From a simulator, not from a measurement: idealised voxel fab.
Herein follows the process module entitled voxel air gaps.
Xsec cut, 215 nm wide, square cell size 5 nm.
In what follows, cross-sections appear as grids of square cells, described through bands that run from the top down, where every band is one or more rows of cells. The band entry comprises the height of the band's top followed by the height of its bottom, expressed in nm, and subsequently the band's materials from left to right, each stated together with its width in nm. Where a single material is marked with the word "full width", that material fills the band from edge to edge. The word "empty" represents empty space. A quick word on heights: they are counted from 0, and under that level the wafer as it came to us is one material throughout. The lowest band is different from the rest in having no bottom; it simply continues downward, written as in "z 0 and below". Top row gets the first number, bottom row gets the second, and each row in between changes by the same step: that is how a band width like "30..40" works. Step marked "no change occurred"? Then no cell in the cross-section changed in it. Each empty space that has no open way to the top and spans at least 8 cells appears under "Voids, fully enclosed" as width x height at distance, the distance counted from the left edge, all in nm. after a step's settings: what the simulator itself notes on the step. "overlay nm", when on a step's line for a step with a mask, measures how far to the right of its planned place the mask lay; a negative measure means to the left.
## Planned step list for the process
step 1: RECEIVE, material Si
step 2: CONFORMAL_DEP, material SiO2, thk nm 10
step 3: CONFORMAL_DEP, material SiN, thk nm 5
step 4: DIRECTIONAL_DEP, material SiO2, thk nm 35
step 5: DIRECTIONAL_DEP, material aC, thk nm 10
step 6: PATTERN, tone open, mask id LINES, material resist, width nm 25, pitch nm 55, thk nm 25, overlay nm 0
step 7: DIRECTIONAL_ETCH, etch materials aC, depth nm 10
step 8: STRIP, etch materials resist
step 9: DIRECTIONAL_ETCH, etch materials SiO2, depth nm 35
step 10: STRIP, etch materials aC
step 11: CONFORMAL_DEP, material TiN, thk nm 5
step 12: FILL_DEP, material Cu, thk nm 5
step 13: CMP, height nm 50
step 14: EPI, material Ru, thk nm 10
step 15: SELECTIVE_ETCH, etch materials SiO2, depth nm 45
step 16: CONFORMAL_DEP, material SiCN, thk nm 5
Wafer-to-wafer difference: thk nm, step 3. Common start. Plan = first wafer's value.
## Cross-section of the first of several received wafers, showing its state after step 1
> z 0 and below | Si full width
> Voids, fully enclosed: none
## What follows is a table in which each wafer occupies a row; for the wafer as it stands at the close of the module, the row states, material by material, how many cells have been gained (+) or lost (-) since receipt, and then gives its closed voids
thk nm 5 | +54 Cu | +54 Ru | +121 SiCN | +43 SiN | +86 SiO2 | +51 TiN | Voids, fully enclosed: 20 x 25 at 70; 20 x 25 at 125
thk nm 10 | +45 Cu | +54 Ru | +115 SiCN | +86 SiN | +86 SiO2 | +45 TiN | Voids, fully enclosed: 20 x 20 at 70; 20 x 20 at 125
thk nm 15 | +36 Cu | +54 Ru | +109 SiCN | +129 SiN | +86 SiO2 | +39 TiN | Voids, fully enclosed: 20 x 15 at 70; 20 x 15 at 125
thk nm 20 | +27 Cu | +54 Ru | +103 SiCN | +172 SiN | +86 SiO2 | +33 TiN | Voids, fully enclosed: 20 x 10 at 70; 20 x 10 at 125
